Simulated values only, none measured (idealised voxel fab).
Presented below is a process module, voxel ribs on slabs.
Square cell edge 5 nm, section width 265 nm, ID cut.
Bands, listed from the top down, are how a cross-section gets written in this document; the cross-section itself is a grid of square cells, and a band is one or more rows of them.
What a band's entry tells you: where the top is and where the bottom is, as heights in nm, and after that what lies inside, material by material from left to right, each with its width in nm. Empty space is written as the word "air", and a single material marked with the word "full width" occupies the band from edge to edge.
Where do heights start? At 0: under that level the wafer as delivered is made of one material only. And the lowest band has no floor; it just carries on downward, as in "0 and below".
Quick explanation for "30 to 40": the width changes in equal steps down the rows of cells, from the first number in the band's top row to the second number in its bottom row.
Take "remains unaltered" at face value: in the step it is given for, the cross-section changed in none of its cells.
Entry "Closed internal cavities" = empty spaces >= 8 cells with no open way to the top; each as width x height at distance, distance from left edge, all nm.
If you see something after the settings on a step's line, that's the simulator's own remark about that step.
"overlay nm" answers the question of how far to the right of plan the mask lay on a step that has a mask, and when it is negative the answer is to the left.

This section lists the process steps that were planned
| 1 | RECEIVE | material Si |
| 2 | DIRECTIONAL_DEP | material SiO2 | thk nm 30 |
| 3 | DIRECTIONAL_DEP | material SiN | thk nm 20 |
| 4 | PATTERN | tone cover | mask id RIB | material resist | width nm 30 | thk nm 20 | overlay nm 0 |
| 5 | DIRECTIONAL_ETCH | etch materials SiN | depth nm 15 |
| 6 | STRIP | etch materials resist |
| 7 | MASKED_ETCH | tone cover | mask id SLAB | width nm 80 | etch materials SiN | depth nm 5 | overlay nm 0 |
| 8 | FILL_DEP | material SiO2 | thk nm 25 |
| 9 | CMP | height nm 65 |
| 10 | DIRECTIONAL_DEP | material TiN | thk nm 10 |
| 11 | MASKED_ETCH | tone cover | mask id HEATER | width nm 40 | etch materials TiN | depth nm 10 | overlay nm 0 |
| 12 | CONFORMAL_DEP | material SiN | thk nm 5 |
Same starting wafers, different width nm at step 7. Plan value belongs to the first wafer.

The first of several wafers in cross-section, exactly as it reached us after step 1
* 0 and below: Si full width
* Closed internal cavities: none

The table below has one row for each wafer; a row shows, as of the end of the module, how many cells of each material the wafer has gained, marked (+), or lost, marked (-), since it was received, and then the wafer's closed voids
width nm 80, +91 SiN, +655 SiO2, +16 TiN, Closed internal cavities: none
width nm 85, +92 SiN, +654 SiO2, +16 TiN, Closed internal cavities: none
width nm 90, +93 SiN, +653 SiO2, +16 TiN, Closed internal cavities: none
width nm 95, +94 SiN, +652 SiO2, +16 TiN, Closed internal cavities: none
width nm 100, +95 SiN, +651 SiO2, +16 TiN, Closed internal cavities: none
width nm 105, +96 SiN, +650 SiO2, +16 TiN, Closed internal cavities: none
